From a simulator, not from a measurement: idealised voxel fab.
process module | voxel self aligned vias
cross-section cut | 210 nm wide | cells 5 nm
A cross-section is a grid of square cells, given in bands from the top down. A band is one or more rows of cells.
Each band's line starts with the height of the band's top and of its bottom, in nm. Then come its materials from left to right, each with its width in nm. One material with "throughout" fills the band from edge to edge. "air" is empty space.
Height 0 is the level under which the wafer as received is all one material. The lowest band goes on downwards, as in "0 down".
A width such as "30 to 40" changes by the same amount from each row of cells to the next, from the band's top row to its bottom row.
"no change" after a step means that no cell of the cross-section changed.
closed voids: empty space of 8 cells or more with no open way to the top, each as width x height at its distance from the left edge, in nm
after a step's settings: what the simulator itself notes on the step
overlay nm, on a step with a mask: how far to the right of its planned place the mask lay; to the left if negative
plan
1 op RECEIVE | material Si
2 op CONFORMAL_DEP | material SiO2 | thk nm 15
3 op CONFORMAL_DEP | material SiCN | thk nm 5
4 op DIRECTIONAL_DEP | material lowk | thk nm 20
5 op DIRECTIONAL_DEP | material aC | thk nm 10
6 op PATTERN | tone open | mask id LINES | material resist | width nm 25 | pitch nm 65 | thk nm 25 | overlay nm 0
7 op DIRECTIONAL_ETCH | etch materials aC | depth nm 10
8 op STRIP | etch materials resist
9 op DIRECTIONAL_ETCH | etch materials lowk | depth nm 20
10 op STRIP | etch materials aC
11 op CONFORMAL_DEP | material TiN | thk nm 5
12 op FILL_DEP | material Ru | thk nm 10
13 op CMP | height nm 40
14 op SELECTIVE_ETCH | etch materials W Ru TiN | depth nm 10
15 op FILL_DEP | material SiN | thk nm 10
16 op CMP | height nm 40
17 op DIRECTIONAL_DEP | material lowk | thk nm 15
18 op PATTERN | tone open | mask id VIAS | material resist | width nm 45 | pitch nm 65 | thk nm 15 | overlay nm 0
19 op DIRECTIONAL_ETCH | etch materials lowk | depth nm 15
20 op DIRECTIONAL_ETCH | etch materials SiN | depth nm 10
21 op STRIP | etch materials resist
22 op CONFORMAL_DEP | material TiN | thk nm 5
23 op FILL_DEP | material W | thk nm 5
24 op CMP | height nm 55
25 op CONFORMAL_DEP | material SiN | thk nm 5
first wafer, as planned
as received, after step 1
  0 down: Si throughout
  closed voids: none
after step 2
  15 to 0: SiO2 throughout
  below 0: unchanged
after step 3
  20 to 15: SiCN throughout
  below 15: unchanged
after step 4
  40 to 20: lowk throughout
  below 20: unchanged
after step 5
  50 to 40: aC throughout
  below 40: unchanged
after step 6
  75 to 50: resist 25 | air 25 | resist 40 | air 25 | resist 40 | air 25 | resist 30
  below 50: unchanged
after step 7
  65 to 50: resist 25 | air 25 | resist 40 | air 25 | resist 40 | air 25 | resist 30
  50 to 40: aC 25 | air 25 | aC 40 | air 25 | aC 40 | air 25 | aC 30
  below 40: unchanged
after step 8
  50 to 40: aC 25 | air 25 | aC 40 | air 25 | aC 40 | air 25 | aC 30
  below 40: unchanged
after step 9
  50 to 40: aC 25 | air 25 | aC 40 | air 25 | aC 40 | air 25 | aC 30
  40 to 20: lowk 25 | air 25 | lowk 40 | air 25 | lowk 40 | air 25 | lowk 30
  below 20: unchanged
after step 10
  40 to 20: lowk 25 | air 25 | lowk 40 | air 25 | lowk 40 | air 25 | lowk 30
  below 20: unchanged
after step 11
  45 to 40: TiN 30 | air 15 | TiN 50 | air 15 | TiN 50 | air 15 | TiN 35
  40 to 25: lowk 25 | TiN 5 | air 15 | TiN 5 | lowk 40 | TiN 5 | air 15 | TiN 5 | lowk 40 | TiN 5 | air 15 | TiN 5 | lowk 30
  25 to 20: lowk 25 | TiN 25 | lowk 40 | TiN 25 | lowk 40 | TiN 25 | lowk 30
  below 20: unchanged
after step 12
  55 to 45: Ru throughout
  45 to 40: TiN 30 | Ru 15 | TiN 50 | Ru 15 | TiN 50 | Ru 15 | TiN 35
  40 to 25: lowk 25 | TiN 5 | Ru 15 | TiN 5 | lowk 40 | TiN 5 | Ru 15 | TiN 5 | lowk 40 | TiN 5 | Ru 15 | TiN 5 | lowk 30
  below 25: unchanged
after step 13
  40 to 25: lowk 25 | TiN 5 | Ru 15 | TiN 5 | lowk 40 | TiN 5 | Ru 15 | TiN 5 | lowk 40 | TiN 5 | Ru 15 | TiN 5 | lowk 30
  below 25: unchanged
after step 14
  40 to 30: lowk 25 | air 25 | lowk 40 | air 25 | lowk 40 | air 25 | lowk 30
  below 30: unchanged
after step 15
  50 to 40: SiN throughout
  40 to 30: lowk 25 | SiN 25 | lowk 40 | SiN 25 | lowk 40 | SiN 25 | lowk 30
  below 30: unchanged
after step 16
  40 to 30: lowk 25 | SiN 25 | lowk 40 | SiN 25 | lowk 40 | SiN 25 | lowk 30
  below 30: unchanged
after step 17
  55 to 40: lowk throughout
  below 40: unchanged
after step 18
  70 to 55: resist 15 | air 45 | resist 20 | air 45 | resist 20 | air 45 | resist 20
  below 55: unchanged
after step 19
  70 to 55: resist 15 | air 45 | resist 20 | air 45 | resist 20 | air 45 | resist 20
  55 to 40: lowk 15 | air 45 | lowk 20 | air 45 | lowk 20 | air 45 | lowk 20
  below 40: unchanged
after step 20
  70 to 55: resist 15 | air 45 | resist 20 | air 45 | resist 20 | air 45 | resist 20
  55 to 40: lowk 15 | air 45 | lowk 20 | air 45 | lowk 20 | air 45 | lowk 20
  40 to 30: lowk 25 | air 25 | lowk 40 | air 25 | lowk 40 | air 25 | lowk 30
  below 30: unchanged
after step 21
  55 to 40: lowk 15 | air 45 | lowk 20 | air 45 | lowk 20 | air 45 | lowk 20
  below 40: unchanged
after step 22
  60 to 55: TiN 20 | air 35 | TiN 30 | air 35 | TiN 30 | air 35 | TiN 25
  55 to 45: lowk 15 | TiN 5 | air 35 | TiN 5 | lowk 20 | TiN 5 | air 35 | TiN 5 | lowk 20 | TiN 5 | air 35 | TiN 5 | lowk 20
  45 to 35: lowk 15 to 25 | TiN 15 to 5 | air 15 | TiN 15 to 5 | lowk 20 to 40 | TiN 15 to 5 | air 15 | TiN 15 to 5 | lowk 20 to 40 | TiN 15 to 5 | air 15 | TiN 15 to 5 | lowk 20 to 30
  35 to 30: lowk 25 | TiN 25 | lowk 40 | TiN 25 | lowk 40 | TiN 25 | lowk 30
  below 30: unchanged
after step 23
  65 to 60: W throughout
  60 to 55: TiN 20 | W 35 | TiN 30 | W 35 | TiN 30 | W 35 | TiN 25
  55 to 45: lowk 15 | TiN 5 | W 35 | TiN 5 | lowk 20 | TiN 5 | W 35 | TiN 5 | lowk 20 | TiN 5 | W 35 | TiN 5 | lowk 20
  45 to 35: lowk 15 to 25 | TiN 15 to 5 | W 15 | TiN 15 to 5 | lowk 20 to 40 | TiN 15 to 5 | W 15 | TiN 15 to 5 | lowk 20 to 40 | TiN 15 to 5 | W 15 | TiN 15 to 5 | lowk 20 to 30
  below 35: unchanged
after step 24
  55 to 45: lowk 15 | TiN 5 | W 35 | TiN 5 | lowk 20 | TiN 5 | W 35 | TiN 5 | lowk 20 | TiN 5 | W 35 | TiN 5 | lowk 20
  below 45: unchanged
after step 25
  60 to 55: SiN throughout
  below 55: unchanged
second wafer: like start, like plan, one mistake. Through step 16 it matches the first wafer
when step 17 should have ended
  55 to 40: SiN throughout
  below 40: unchanged
when step 18 should have ended
  70 to 55: resist 15 | air 45 | resist 20 | air 45 | resist 20 | air 45 | resist 20
  below 55: unchanged
when step 19 should have ended: no change
when step 20 should have ended
  70 to 55: resist 15 | air 45 | resist 20 | air 45 | resist 20 | air 45 | resist 20
  55 to 45: SiN 15 | air 45 | SiN 20 | air 45 | SiN 20 | air 45 | SiN 20
  below 45: unchanged
when step 21 should have ended
  55 to 45: SiN 15 | air 45 | SiN 20 | air 45 | SiN 20 | air 45 | SiN 20
  below 45: unchanged
when step 22 should have ended
  60 to 55: TiN 20 | air 35 | TiN 30 | air 35 | TiN 30 | air 35 | TiN 25
  55 to 50: SiN 15 | TiN 5 | air 35 | TiN 5 | SiN 20 | TiN 5 | air 35 | TiN 5 | SiN 20 | TiN 5 | air 35 | TiN 5 | SiN 20
  50 to 45: SiN 15 | TiN 45 | SiN 20 | TiN 45 | SiN 20 | TiN 45 | SiN 20
  below 45: unchanged
when step 23 should have ended
  65 to 60: W throughout
  60 to 55: TiN 20 | W 35 | TiN 30 | W 35 | TiN 30 | W 35 | TiN 25
  55 to 50: SiN 15 | TiN 5 | W 35 | TiN 5 | SiN 20 | TiN 5 | W 35 | TiN 5 | SiN 20 | TiN 5 | W 35 | TiN 5 | SiN 20
  below 50: unchanged
when step 24 should have ended
  55 to 50: SiN 15 | TiN 5 | W 35 | TiN 5 | SiN 20 | TiN 5 | W 35 | TiN 5 | SiN 20 | TiN 5 | W 35 | TiN 5 | SiN 20
  below 50: unchanged
when step 25 should have ended
  60 to 55: SiN throughout
  below 55: unchanged
what went wrong: step 17 ran as: op DIRECTIONAL_DEP | material SiN | thk nm 15
at the end the second wafer has, in cells: 102 more of SiN | 18 fewer of TiN | 39 fewer of W | 45 fewer of lowk
